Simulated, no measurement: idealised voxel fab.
Module name: voxel air gaps (process module)
Cross-sectional view cut (width: 215 nm; square cell size: 5 nm).
Cross-section format: a grid of square cells, given as bands from top to bottom; each band is one or more rows of cells. Within each band entry, the heights of the top and of the bottom of the band appear first, in that order and in nm; the materials of the band then follow from left to right, each with its corresponding width in nm. The designation "full width" on a single material indicates that it fills the band from edge to edge; the designation "air" indicates empty space. Beneath 0, the wafer as received is one material, and that level is where height counting begins. The lowest band goes on downward without a bottom; it is written like "from 0 down". Quick explanation for "30..40": the width changes in equal steps down the rows of cells, from the first number in the band's top row to the second number in its bottom row. Basically "no modification" means that step didn't change any cell in the cross-section. This entry, "Trapped voids", enumerates those empty regions of no fewer than 8 cells that possess no open connection to the top. Each region is reported in the form width x height at distance, the distance being taken from the left edge, with all three quantities expressed in nm. Post-settings text on a step line: simulator's own remark regarding the step. overlay nm: mask right of planned place by this much (step with mask). Neg. = left.

**Listed below are the process steps as planned**
1. RECEIVE [material Si]
2. CONFORMAL_DEP [material SiO2] [thk nm 10]
3. CONFORMAL_DEP [material SiN] [thk nm 5]
4. DIRECTIONAL_DEP [material SiO2] [thk nm 35]
5. DIRECTIONAL_DEP [material aC] [thk nm 10]
6. PATTERN [tone open] [mask id LINES] [material resist] [width nm 25] [pitch nm 55] [thk nm 25] [overlay nm 0]
7. DIRECTIONAL_ETCH [etch materials aC] [depth nm 10]
8. STRIP [etch materials resist]
9. DIRECTIONAL_ETCH [etch materials SiO2] [depth nm 35]
10. STRIP [etch materials aC]
11. CONFORMAL_DEP [material TiN] [thk nm 5]
12. FILL_DEP [material Cu] [thk nm 5]
13. CMP [height nm 50]
14. EPI [material Ru] [thk nm 10]
15. SELECTIVE_ETCH [etch materials SiO2] [depth nm 45]
16. CONFORMAL_DEP [material SiCN] [thk nm 5]

**Cross-section of the incoming wafer, state after step 1**
> from 0 down | Si full width
> Trapped voids: none

**End-of-module XS, first of two wafers, run as planned**
> from 65 to 60 | air=25; SiCN=165; air=25
> from 60 to 50 | air=25; SiCN=5; Ru=45; SiCN=10; Ru=45; SiCN=10; Ru=45; SiCN=5; air=25
> from 50 to 45 | air=25; SiCN=15; TiN=5; Cu=15; TiN=5; SiCN=30; TiN=5; Cu=15; TiN=5; SiCN=30; TiN=5; Cu=15; TiN=5; SiCN=15; air=25
> from 45 to 20 | air=35; SiCN=5; TiN=5; Cu=15; TiN=5; SiCN=5; air=20; SiCN=5; TiN=5; Cu=15; TiN=5; SiCN=5; air=20; SiCN=5; TiN=5; Cu=15; TiN=5; SiCN=5; air=35
> from 20 to 15 | SiCN=40; TiN=25; SiCN=30; TiN=25; SiCN=30; TiN=25; SiCN=40
> from 15 to 10 | SiN full width
> from 10 to 0 | SiO2 full width
> from 0 down | Si full width
> Trapped voids: 20 x 25 at 70; 20 x 25 at 125

**Here's the second of our two wafers sectioned at module end. Same start as the first, same plan, but one mistake got made running it**
> from 65 to 60 | SiCN full width
> from 60 to 50 | Ru full width
> from 50 to 45 | TiN=45; Cu=15; TiN=40; Cu=15; TiN=40; Cu=15; TiN=45
> from 45 to 15 | SiO2=40; TiN=5; Cu=15; TiN=5; SiO2=30; TiN=5; Cu=15; TiN=5; SiO2=30; TiN=5; Cu=15; TiN=5; SiO2=40
> from 15 to 10 | SiO2=40; TiN=25; SiO2=30; TiN=25; SiO2=30; TiN=25; SiO2=40
> from 10 to 5 | SiN full width
> from 5 to 0 | SiO2 full width
> from 0 down | Si full width
> Trapped voids: none
Misprocessing identified: the process deviated at step 2: the operation and settings actually run there were CONFORMAL_DEP [material SiO2] [thk nm 5]
At the finish, the second wafer shows more or fewer cells for some materials than the first does: Cu: 9 more, Ru: 32 more, SiCN: 78 fewer, SiO2: 153 more, TiN: 34 more
Quick summary for you: first wafer finishes at 2 closed voids, second at 0.
